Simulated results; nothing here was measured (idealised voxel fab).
process module | voxel self aligned vias
cross-section cut | 220 nm wide | cells 5 nm
A cross-section is a grid of square cells, given in bands from the top down. A band is one or more rows of cells.
Each band's line starts with the height of the band's top and of its bottom, in nm. Then come its materials from left to right, each with its width in nm. One material with "throughout" fills the band from edge to edge. "air" is empty space.
Height 0 is the level under which the wafer as received is all one material. The lowest band goes on downwards, as in "0 down".
A width such as "30 to 40" changes by the same amount from each row of cells to the next, from the band's top row to its bottom row.
"no change" after a step means that no cell of the cross-section changed.
closed voids: empty space of 8 cells or more with no open way to the top, each as width x height at its distance from the left edge, in nm
after a step's settings: what the simulator itself notes on the step
overlay nm, on a step with a mask: how far to the right of its planned place the mask lay; to the left if negative
plan
1 op RECEIVE | material Si
2 op CONFORMAL_DEP | material SiO2 | thk nm 10
3 op CONFORMAL_DEP | material SiCN | thk nm 5
4 op DIRECTIONAL_DEP | material SiO2 | thk nm 20
5 op MASKED_ETCH | tone open | mask id LINES | width nm 15 | pitch nm 60 | etch materials SiO2 | depth nm 20 | overlay nm 0
6 op CONFORMAL_DEP | material TiN | thk nm 5
7 op FILL_DEP | material W | thk nm 5
8 op CMP | height nm 35
9 op SELECTIVE_ETCH | etch materials W Ru TiN | depth nm 10
10 op FILL_DEP | material SiN | thk nm 5
11 op CMP | height nm 35
12 op DIRECTIONAL_DEP | material SiO2 | thk nm 15
13 op DIRECTIONAL_DEP | material aC | thk nm 15
14 op PATTERN | tone open | mask id VIAS | material resist | width nm 40 | pitch nm 120 | thk nm 30 | overlay nm 0
15 op DIRECTIONAL_ETCH | etch materials aC | depth nm 15
16 op STRIP | etch materials resist
17 op DIRECTIONAL_ETCH | etch materials SiO2 | depth nm 15
18 op DIRECTIONAL_ETCH | etch materials SiN | depth nm 10
19 op STRIP | etch materials aC
20 op CONFORMAL_DEP | material TiN | thk nm 5
21 op FILL_DEP | material W | thk nm 5
22 op CMP | height nm 50
23 op CONFORMAL_DEP | material SiCN | thk nm 5
varied across the wafers: width nm of step 5. The plan shows the first wafer's value. All wafers start alike
first wafer as received, after step 1
  0 down: Si throughout
  closed voids: none
each wafer at the end: cells of each material gained (+) or lost (-) since it was received, then its closed voids
width nm 15 | +88 SiCN | +6 SiN | +312 SiO2 | +47 TiN | +31 W | closed voids: none
width nm 20 | +88 SiCN | +8 SiN | +300 SiO2 | +50 TiN | +38 W | closed voids: none
width nm 25 | +88 SiCN | +10 SiN | +288 SiO2 | +53 TiN | +45 W | closed voids: none
width nm 30 | +88 SiCN | +12 SiN | +276 SiO2 | +56 TiN | +52 W | closed voids: none
width nm 35 | +88 SiCN | +14 SiN | +264 SiO2 | +59 TiN | +59 W | closed voids: none
